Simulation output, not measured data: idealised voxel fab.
The following is a process module called voxel double patterning.
Displayed cross-section: cut, width of 250 nm, square cells sized 5 nm.
The cross-sections in this document take the form of a grid made of square cells. They are written out as bands, in order from top to bottom. Each band consists of one or more rows of cells. Per band: top height and bottom height in nm, followed by the left-to-right materials and their widths in nm; "all across" marks a single material spanning edge to edge, "blank" marks empty space. It should be noted that heights are counted from 0, beneath which the wafer as supplied is of one material throughout, and that the lowest band possesses no lower boundary but continues downward, as written in "0..down". With a width like "30 to 40", each row of cells in the band differs from the next by the same amount, the top row carrying the first number and the bottom row the second. Key: "nothing changed" - step with no changed cell in the cross-section. Under "Enclosed internal cavities" you'll find the enclosed gaps, the ones with no way out to the top, that are 8 cells or bigger; each reads width x height at distance, with distance counted from the left edge, everything in nm. Heads up: the bit after the settings on a step's line is the simulator's remark on that step. You can add "overlay nm" to a step's line. For a step with a mask, it describes how far the mask lay to the right of its planned position, and a negative number describes a lay to the left.
**Below is the list of planned process steps**
1,RECEIVE with material Si
2,CONFORMAL_DEP with material SiN, thk nm 10
3,DIRECTIONAL_DEP with material SiO2, thk nm 20
4,DIRECTIONAL_DEP with material SiCN, thk nm 10
5,MASKED_ETCH with tone open, mask id FIRST, width nm 15, pitch nm 50, etch materials SiCN, depth nm 10, overlay nm 0
6,DIRECTIONAL_DEP with material aC, thk nm 10
7,PATTERN with tone open, mask id SECOND, material resist, width nm 15, pitch nm 50, thk nm 30, overlay nm 0
8,DIRECTIONAL_ETCH with etch materials aC, depth nm 10
9,STRIP with etch materials resist
10,DIRECTIONAL_ETCH with etch materials SiCN, depth nm 10
11,STRIP with etch materials aC
12,DIRECTIONAL_ETCH with etch materials SiO2, depth nm 20
13,STRIP with etch materials SiCN
**On the first of the two wafers: run conducted according to plan**
**Cross-section, incoming material, after step 1**
	0..down: Si all across
	Enclosed internal cavities: none
**The wafer, seen in cross-section, after step 2**
	10..0: SiN all across
	Everything under 0 stays put, no change at all.
**The wafer, seen in cross-section, after step 3**
	30..10: SiO2 all across
	Everything under 10 stays put, no change at all.
**The wafer, seen in cross-section, after step 4**
	40..30: SiCN all across
	Everything under 30 stays put, no change at all.
**The wafer, seen in cross-section, after step 5**
	40..30: SiCN=65  blank=15  SiCN=35  blank=15  SiCN=35  blank=15  SiCN=70
	Everything under 30 stays put, no change at all.
**The wafer, seen in cross-section, after step 6**
	50..40: aC=65  blank=15  aC=35  blank=15  aC=35  blank=15  aC=70
	40..30: SiCN=65  aC=15  SiCN=35  aC=15  SiCN=35  aC=15  SiCN=70
	Everything under 30 stays put, no change at all.
**The wafer, seen in cross-section, after step 7**
	80..50: resist=90  blank=15  resist=35  blank=15  resist=95
	50..40: aC=65  resist=15  aC=35  resist=15  aC=35  resist=15  aC=70
	Everything under 40 stays put, no change at all.
**The wafer, seen in cross-section, after step 8**
	70..50: resist=90  blank=15  resist=35  blank=15  resist=95
	50..40: aC=65  resist=15  aC=10  blank=15  aC=10  resist=15  aC=10  blank=15  aC=10  resist=15  aC=70
	Everything under 40 stays put, no change at all.
**The wafer, seen in cross-section, after step 9**
	50..40: aC=65  blank=15  aC=10  blank=15  aC=10  blank=15  aC=10  blank=15  aC=10  blank=15  aC=70
	Everything under 40 stays put, no change at all.
**The wafer, seen in cross-section, after step 10**
	50..40: aC=65  blank=15  aC=10  blank=15  aC=10  blank=15  aC=10  blank=15  aC=10  blank=15  aC=70
	40..30: SiCN=65  aC=15  SiCN=10  blank=15  SiCN=10  aC=15  SiCN=10  blank=15  SiCN=10  aC=15  SiCN=70
	Everything under 30 stays put, no change at all.
**The wafer, seen in cross-section, after step 11**
	40..30: SiCN=65  blank=15  SiCN=10  blank=15  SiCN=10  blank=15  SiCN=10  blank=15  SiCN=10  blank=15  SiCN=70
	Everything under 30 stays put, no change at all.
**The wafer, seen in cross-section, after step 12**
	40..30: SiCN=65  blank=15  SiCN=10  blank=15  SiCN=10  blank=15  SiCN=10  blank=15  SiCN=10  blank=15  SiCN=70
	30..10: SiO2=65  blank=15  SiO2=10  blank=15  SiO2=10  blank=15  SiO2=10  blank=15  SiO2=10  blank=15  SiO2=70
	Everything under 10 stays put, no change at all.
**The wafer, seen in cross-section, after step 13**
	30..10: SiO2=65  blank=15  SiO2=10  blank=15  SiO2=10  blank=15  SiO2=10  blank=15  SiO2=10  blank=15  SiO2=70
	Everything under 10 stays put, no change at all.
**The remaining wafer, second of the two, started like the first and was run to the same plan, except that one mistake was made along the way; the two coincide through step 4, inclusive**
**Cross-sectional view of the second wafer at the intended end time of process step 5**
	40..30: blank=65  SiCN=15  blank=35  SiCN=15  blank=35  SiCN=15  blank=70
	Everything under 30 stays put, no change at all.
**Cross-sectional view of the second wafer at the intended end time of process step 6**
	50..40: blank=65  aC=15  blank=35  aC=15  blank=35  aC=15  blank=70
	40..30: aC=65  SiCN=15  aC=35  SiCN=15  aC=35  SiCN=15  aC=70
	Everything under 30 stays put, no change at all.
**Cross-sectional view of the second wafer at the intended end time of process step 7**
	80..50: resist=90  blank=15  resist=35  blank=15  resist=95
	50..40: resist=65  aC=15  resist=10  blank=15  resist=10  aC=15  resist=10  blank=15  resist=10  aC=15  resist=70
	Everything under 40 stays put, no change at all.
**Cross-sectional view of the second wafer at the intended end time of process step 8**
	70..50: resist=90  blank=15  resist=35  blank=15  resist=95
	50..40: resist=65  aC=15  resist=10  blank=15  resist=10  aC=15  resist=10  blank=15  resist=10  aC=15  resist=70
	40..30: aC=65  SiCN=15  aC=10  blank=15  aC=10  SiCN=15  aC=10  blank=15  aC=10  SiCN=15  aC=70
	Everything under 30 stays put, no change at all.
**Cross-sectional view of the second wafer at the intended end time of process step 9**
	50..40: blank=65  aC=15  blank=35  aC=15  blank=35  aC=15  blank=70
	Everything under 40 stays put, no change at all.
Cross-sectional view of the second wafer at the intended end time of process step 10: nothing changed
**Cross-sectional view of the second wafer at the intended end time of process step 11**
	40..30: blank=65  SiCN=15  blank=35  SiCN=15  blank=35  SiCN=15  blank=70
	Everything under 30 stays put, no change at all.
**Cross-sectional view of the second wafer at the intended end time of process step 12**
	40..30: blank=65  SiCN=15  blank=35  SiCN=15  blank=35  SiCN=15  blank=70
	30..10: blank=65  SiO2=15  blank=35  SiO2=15  blank=35  SiO2=15  blank=70
	Everything under 10 stays put, no change at all.
**Cross-sectional view of the second wafer at the intended end time of process step 13**
	30..10: blank=65  SiO2=15  blank=35  SiO2=15  blank=35  SiO2=15  blank=70
	Everything under 10 stays put, no change at all.
What broke from the plan during processing? the process deviated at step 5: the operation and settings actually run there were MASKED_ETCH with tone cover, mask id FIRST, width nm 15, pitch nm 50, etch materials SiCN, depth nm 10, overlay nm 0
Final cells, second wafer relative to first, materials higher or lower: SiO2: 104 fewer
